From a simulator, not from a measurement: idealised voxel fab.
Name of the process module below: voxel wiring stack
Square cells of 5 nm make up the cross-section cut, whose width is 270 nm.
This document writes a cross-section as a grid whose cells are square, and gives it as bands, listed from the top down; one or more rows of cells form a band.
A band entry consists of two parts. The first gives the height of the band's top and the height of its bottom, in nm. The rest lists the band's materials from left to right, each with its width in nm. A single material labelled with the word "throughout" fills the band from edge to edge, and the word "empty" marks empty space.
Heads up on the height convention: 0 is the point under which the incoming wafer is all one material, and the lowest band has no bottom, it just keeps going down, like "z 0 and below".
The width entry "30->40" should be interpreted row by row: the top row of cells in the band takes the first number, the bottom row takes the second number, and the change between adjacent rows is uniform throughout.
Key: "no change occurred" - step with no changed cell in the cross-section.
"Completely enclosed voids" enumerates empty spaces isolated from the top, with no open way to it, that contain at least 8 cells, giving each as width x height at distance from the left edge, all three in nm.
If you see something after the settings on a step's line, that's the simulator's own remark about that step.
A step line may carry the setting "overlay nm", which, for steps involving a mask, states the distance by which the mask lay to the right of its intended position; negative values denote displacement to the left.

THE STEPS PLANNED FOR THE PROCESS ARE AS FOLLOWS
- 1: RECEIVE,material Si
- 2: CONFORMAL_DEP,material SiO2,thk nm 15
- 3: CONFORMAL_DEP,material SiCN,thk nm 5
- 4: DIRECTIONAL_DEP,material SiO2,thk nm 20
- 5: PATTERN,tone open,mask id METAL_1,material resist,width nm 25,pitch nm 45,thk nm 20,overlay nm 0
- 6: DIRECTIONAL_ETCH,etch materials SiO2,depth nm 20
- 7: DIRECTIONAL_ETCH,etch materials SiCN,depth nm 5
- 8: STRIP,etch materials resist
- 9: CONFORMAL_DEP,material TiN,thk nm 5
- 10: FILL_DEP,material Ru,thk nm 5
- 11: CMP,height nm 40
- 12: CONFORMAL_DEP,material SiCN,thk nm 5
- 13: DIRECTIONAL_DEP,material SiO2,thk nm 10
- 14: PATTERN,tone open,mask id PLUG_1,material resist,width nm 15,pitch nm 45,thk nm 20,overlay nm 0
- 15: DIRECTIONAL_ETCH,etch materials SiO2,depth nm 10
- 16: DIRECTIONAL_ETCH,etch materials SiCN,depth nm 5
- 17: STRIP,etch materials resist
- 18: EPI,material Ru,thk nm 10
- 19: EPI,material Ru,thk nm 5
- 20: CONFORMAL_DEP,material SiN,thk nm 5
- 21: DIRECTIONAL_DEP,material lowk,thk nm 20
- 22: PATTERN,tone open,mask id METAL_2,material resist,width nm 25,pitch nm 45,thk nm 20,overlay nm 0
- 23: DIRECTIONAL_ETCH,etch materials lowk,depth nm 20
- 24: DIRECTIONAL_ETCH,etch materials SiN,depth nm 5
- 25: STRIP,etch materials resist
- 26: CONFORMAL_DEP,material TiN,thk nm 5
- 27: FILL_DEP,material Cu,thk nm 5
- 28: CMP,height nm 80
- 29: CONFORMAL_DEP,material SiCN,thk nm 5
- 30: DIRECTIONAL_DEP,material lowk,thk nm 30
- 31: MASKED_ETCH,tone open,mask id METAL_3_HOLES,width nm 15,pitch nm 90,etch materials lowk,depth nm 30,overlay nm 0
- 32: DIRECTIONAL_DEP,material aC,thk nm 10
- 33: PATTERN,tone open,mask id METAL_3,material resist,width nm 25,pitch nm 45,thk nm 25,overlay nm 0
- 34: DIRECTIONAL_ETCH,etch materials aC,depth nm 10
- 35: STRIP,etch materials resist
- 36: DIRECTIONAL_ETCH,etch materials lowk,depth nm 15
- 37: DIRECTIONAL_ETCH,etch materials SiCN,depth nm 5
- 38: STRIP,etch materials aC
- 39: CONFORMAL_DEP,material TiN,thk nm 5
- 40: FILL_DEP,material Cu,thk nm 10
- 41: CMP,height nm 115
- 42: CONFORMAL_DEP,material SiN,thk nm 5

DELIVERED WAFER IN CROSS-SECTION: STATE AFTER STEP 1
    z 0 and below: Si throughout
    Completely enclosed voids: none

POST-MODULE CROSS-SECTION: IDENTICAL START AND PLAN TO THOSE ABOVE, ONE MISSTEP IN EXECUTION
    z 120 to 115: SiN throughout
    z 115 to 105: lowk: 55, then TiN: 5, then Cu: 15, then TiN: 5, then lowk: 20, then TiN: 5, then Cu: 15, then TiN: 5, then lowk: 20, then TiN: 5, then Cu: 15, then TiN: 5, then lowk: 20, then TiN: 5, then Cu: 15, then TiN: 5, then lowk: 55
    z 105 to 100: lowk: 55, then TiN: 5, then Cu: 5, then TiN: 15, then lowk: 20, then TiN: 25, then lowk: 20, then TiN: 5, then Cu: 5, then TiN: 15, then lowk: 20, then TiN: 25, then lowk: 55
    z 100 to 85: lowk: 55, then TiN: 5, then Cu: 5, then TiN: 5, then lowk: 75, then TiN: 5, then Cu: 5, then TiN: 5, then lowk: 110
    z 85 to 80: SiCN: 55, then TiN: 15, then SiCN: 75, then TiN: 15, then SiCN: 110
    z 80 to 60: lowk: 55, then TiN: 5, then Cu: 15, then TiN: 5, then lowk: 20, then TiN: 5, then Cu: 15, then TiN: 5, then lowk: 20, then TiN: 5, then Cu: 15, then TiN: 5, then lowk: 20, then TiN: 5, then Cu: 15, then TiN: 5, then lowk: 55
    z 60 to 55: SiN: 55, then TiN: 25, then SiN: 20, then TiN: 25, then SiN: 20, then TiN: 25, then SiN: 20, then TiN: 25, then SiN: 55
    z 55 to 45: SiO2: 55, then Ru: 15, then SiO2: 30, then Ru: 15, then SiO2: 30, then Ru: 15, then SiO2: 30, then Ru: 15, then SiO2: 65
    z 45 to 40: SiCN: 55, then Ru: 15, then SiCN: 30, then Ru: 15, then SiCN: 30, then Ru: 15, then SiCN: 30, then Ru: 15, then SiCN: 65
    z 40 to 25: SiO2: 55, then TiN: 5, then Ru: 15, then TiN: 5, then SiO2: 20, then TiN: 5, then Ru: 15, then TiN: 5, then SiO2: 20, then TiN: 5, then Ru: 15, then TiN: 5, then SiO2: 20, then TiN: 5, then Ru: 15, then TiN: 5, then SiO2: 55
    z 25 to 20: SiO2: 55, then TiN: 25, then SiO2: 20, then TiN: 25, then SiO2: 20, then TiN: 25, then SiO2: 20, then TiN: 25, then SiO2: 55
    z 20 to 5: SiO2 throughout
    z 5 to 0: SiCN throughout
    z 0 and below: Si throughout
    Completely enclosed voids: none
Here's what went sideways: the run placed steps 2 and 3 each in the position the plan gave to the other
